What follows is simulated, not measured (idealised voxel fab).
Module name: voxel plated lines (process module)
Shown is cross-section cut, with a width of 260 nm and square cells of size 5 nm.
Cross-section, as written here: a square-cell grid given band by band from the top down, where a band holds one or more rows of cells. Top height, bottom height, nm. Materials left to right, width each, nm. Single material + "edge to edge" = fills band edge to edge. "air" = empty. Below 0: as-received wafer, all one material; heights counted from there. Lowest band: no bottom, goes on down, written "from 0 down". Read "30->40" as a graded width: first number on top, second number at the bottom, same change between each pair of neighbouring rows. Step marked "stayed the same"? Then no cell in the cross-section changed in it. This entry, "Trapped voids", enumerates those empty regions of no fewer than 8 cells that possess no open connection to the top. Each region is reported in the form width x height at distance, the distance being taken from the left edge, with all three quantities expressed in nm. Post-settings text on a step line: simulator's own remark regarding the step. overlay nm: mask offset rightward from planned place, masked step; negative means leftward offset.
These are the steps we planned for the process:
1,RECEIVE, material Si
2,CONFORMAL_DEP, material SiO2, thk nm 15
3,DIRECTIONAL_DEP, material TiN, thk nm 5
4,PATTERN, tone open, mask id LINES, material resist, width nm 20, pitch nm 45, thk nm 25, overlay nm 0
5,EPI, material Ru, thk nm 10
6,EPI, material Ru, thk nm 5
7,STRIP, etch materials resist
8,DIRECTIONAL_ETCH, etch materials TiN, depth nm 5
9,CONFORMAL_DEP, material SiCN, thk nm 10
Wafer at receipt (post step 1), cross-section:
> from 0 down | Si edge to edge
> Trapped voids: none
Final wafer profile in cross-section after the module, from the same start and plan as above, with one mistake made during processing:
> from 45 to 35 | air 85 nm, then SiCN 90 nm, then air 85 nm
> from 35 to 25 | air 85 nm, then SiCN 10 nm, then Ru 25 nm, then SiCN 20 nm, then Ru 25 nm, then SiCN 10 nm, then air 85 nm
> from 25 to 20 | SiCN 95 nm, then Ru 25 nm, then SiCN 20 nm, then Ru 25 nm, then SiCN 95 nm
> from 20 to 15 | SiCN 95 nm, then TiN 25 nm, then SiCN 20 nm, then TiN 25 nm, then SiCN 95 nm
> from 15 to 0 | SiO2 edge to edge
> from 0 down | Si edge to edge
> Trapped voids: none
Here's what went sideways: step 4 was run on a setting that differed from the plan, and what really ran there is PATTERN, tone open, mask id LINES, material resist, width nm 25, pitch nm 45, thk nm 25, overlay nm 0
